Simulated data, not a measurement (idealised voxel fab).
This is a process module. Its name is voxel released beams.
We display cut, a cross-section 145 nm in width whose square cells are each 5 nm.
We lay out every cross-section as a grid of square cells and spell it out in bands from the top down, where one band means one or more rows of cells. Look at the band entry: it leads with the top's height and the bottom's height in nm. Then it lists the materials left to right, with a width in nm for each. The word "everywhere" on a single material says that material fills the band edge to edge. The word "empty" is empty space. It should be noted that heights are counted from 0, beneath which the wafer as supplied is of one material throughout, and that the lowest band possesses no lower boundary but continues downward, as written in "z 0 and below". So if you see something like "30 to 40" for the width, read it as the top row of the band sitting at the first number and the bottom row at the second, with every row in between moving by the same amount as the last. For the purposes of this document, the phrase "changes: none" attached to a step denotes that no cell within the cross-section was modified by that step. "Enclosed void listing" enumerates empty spaces isolated from the top, with no open way to it, that contain at least 8 cells, giving each as width x height at distance from the left edge, all three in nm. Post-settings text on a step line: simulator's own remark regarding the step. "overlay nm", when on a step's line for a step with a mask, measures how far to the right of its planned place the mask lay; a negative measure means to the left.
So here's the lineup of process steps we planned:
1. RECEIVE, material Si
2. CONFORMAL_DEP, material Al2O3, thk nm 5
3. DIRECTIONAL_DEP, material SiO2, thk nm 15
4. PATTERN, tone open, mask id ANCHOR, material resist, width nm 45, thk nm 15, overlay nm 0
5. DIRECTIONAL_ETCH, etch materials SiO2, depth nm 15
6. STRIP, etch materials resist
7. CONFORMAL_DEP, material W, thk nm 15
8. MASKED_ETCH, tone cover, mask id BEAM, width nm 95, etch materials W, depth nm 15, overlay nm 0
9. STRIP, etch materials SiO2
Below: the first of two wafers, run as planned:
Shown in cross-section is the wafer as received, that is, as it stands after step 1:
	z 0 and below: Si everywhere
	Enclosed void listing: none
The wafer, seen in cross-section, after step 2:
	z 5 to 0: Al2O3 everywhere
	Heights below 0 show no change.
The wafer, seen in cross-section, after step 3:
	z 20 to 5: SiO2 everywhere
	Heights below 5 show no change.
The wafer, seen in cross-section, after step 4:
	z 35 to 20: 25 resist, 45 empty, 75 resist
	Heights below 20 show no change.
The wafer, seen in cross-section, after step 5:
	z 35 to 20: 25 resist, 45 empty, 75 resist
	z 20 to 5: 25 SiO2, 45 empty, 75 SiO2
	Heights below 5 show no change.
The wafer, seen in cross-section, after step 6:
	z 20 to 5: 25 SiO2, 45 empty, 75 SiO2
	Heights below 5 show no change.
The wafer, seen in cross-section, after step 7:
	z 35 to 20: 40 W, 15 empty, 90 W
	z 20 to 5: 25 SiO2, 45 W, 75 SiO2
	Heights below 5 show no change.
The wafer, seen in cross-section, after step 8:
	z 35 to 20: 20 empty, 20 W, 15 empty, 60 W, 30 empty
	Heights below 20 show no change.
The wafer, seen in cross-section, after step 9:
	z 35 to 20: 20 empty, 20 W, 15 empty, 60 W, 30 empty
	z 20 to 5: 25 empty, 45 W, 75 empty
	Heights below 5 show no change.
Wafer two. Same start, same plan, one slip in execution. Same as wafer one through step 6, inclusive:
Second wafer, sectioned view, at step 7's planned end time:
	z 25 to 20: 30 W, 35 empty, 80 W
	z 20 to 10: 25 SiO2, 5 W, 35 empty, 5 W, 75 SiO2
	z 10 to 5: 25 SiO2, 45 W, 75 SiO2
	Heights below 5 show no change.
Second wafer, sectioned view, at step 8's planned end time:
	z 25 to 20: 20 empty, 10 W, 35 empty, 50 W, 30 empty
	Heights below 20 show no change.
Second wafer, sectioned view, at step 9's planned end time:
	z 25 to 20: 20 empty, 10 W, 35 empty, 50 W, 30 empty
	z 20 to 10: 25 empty, 5 W, 35 empty, 5 W, 75 empty
	z 10 to 5: 25 empty, 45 W, 75 empty
	Heights below 5 show no change.
The mistake made against the process plan was this: planned and actual differ for step 7; actual: CONFORMAL_DEP, material W, thk nm 5
Final tally in cells, some materials are higher or lower on the second wafer than on the first: 50 fewer of W
